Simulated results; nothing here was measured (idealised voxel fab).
Process module heading - voxel ribs on slabs
Each square cell in cross-section cut measures 5 nm, and the section as a whole is 215 nm wide.
Format of a cross-section: grid, square cells. Given as bands. Order: top down. Band: one or more rows of cells. Heads up on the band format: heights come first, top then bottom, in nm. After that it's the materials left to right, each with its width in nm. A single material flagged "full width" fills the whole band edge to edge, and "air" means there's empty space there. Where do heights start? At 0: under that level the wafer as delivered is made of one material only. And the lowest band has no floor; it just carries on downward, as in "top 0, no bottom". Width spec "30 to 40" -> top row of cells at first value, bottom row at second value, equal per-row change in between. Where the words "no alterations made" appear for a step, the cross-section shows no cell changed by that step; every cell remained as before. Entry "Sealed void list". Content: empty spaces with no open connection to the top, size 8 cells or greater. Each: width x height at distance. Distance: from left edge. Unit: nm. The remark found on a step's line after its settings is issued by the simulator itself and pertains to that step. overlay nm: on a step with a mask, how far right of its planned place the mask lay; negative means left.

The planned process steps are enumerated hereunder:
1. RECEIVE with material Si
2. DIRECTIONAL_DEP with material SiO2, thk nm 20
3. DIRECTIONAL_DEP with material SiN, thk nm 25
4. MASKED_ETCH with tone cover, mask id RIB, width nm 30, etch materials SiN, depth nm 10, overlay nm 0
5. DIRECTIONAL_DEP with material aC, thk nm 15
6. PATTERN with tone cover, mask id SLAB, material resist, width nm 60, thk nm 30, overlay nm 0
7. DIRECTIONAL_ETCH with etch materials aC, depth nm 15
8. STRIP with etch materials resist
9. DIRECTIONAL_ETCH with etch materials SiN, depth nm 15
10. STRIP with etch materials aC
11. FILL_DEP with material SiO2, thk nm 20
12. CMP with height nm 55
13. DIRECTIONAL_DEP with material TiN, thk nm 5
14. PATTERN with tone cover, mask id HEATER, material resist, width nm 40, thk nm 15, overlay nm 0
15. DIRECTIONAL_ETCH with etch materials TiN, depth nm 5
16. STRIP with etch materials resist
17. CONFORMAL_DEP with material SiO2, thk nm 10

Cross-section of the wafer as it came to us, i.e., already through step 1:
* top 0, no bottom: Si full width
* Sealed void list: none

The plan above was carried out on the starting structure above with one mistake, and this cross-section shows the wafer at the end of the module:
* top 70, bottom 65: air=75, SiO2=60, air=80
* top 65, bottom 60: SiO2 full width
* top 60, bottom 55: SiO2=85, TiN=40, SiO2=90
* top 55, bottom 40: SiO2 full width
* top 40, bottom 30: SiO2=90, SiN=30, SiO2=95
* top 30, bottom 15: SiO2=75, SiN=60, SiO2=80
* top 15, bottom 0: SiO2 full width
* top 0, no bottom: Si full width
* Sealed void list: none
It is concluded that the wafer was processed incorrectly with respect to the plan, in that so step 2 ended up running with a different setting than we planned, it ran as DIRECTIONAL_DEP with material SiO2, thk nm 15
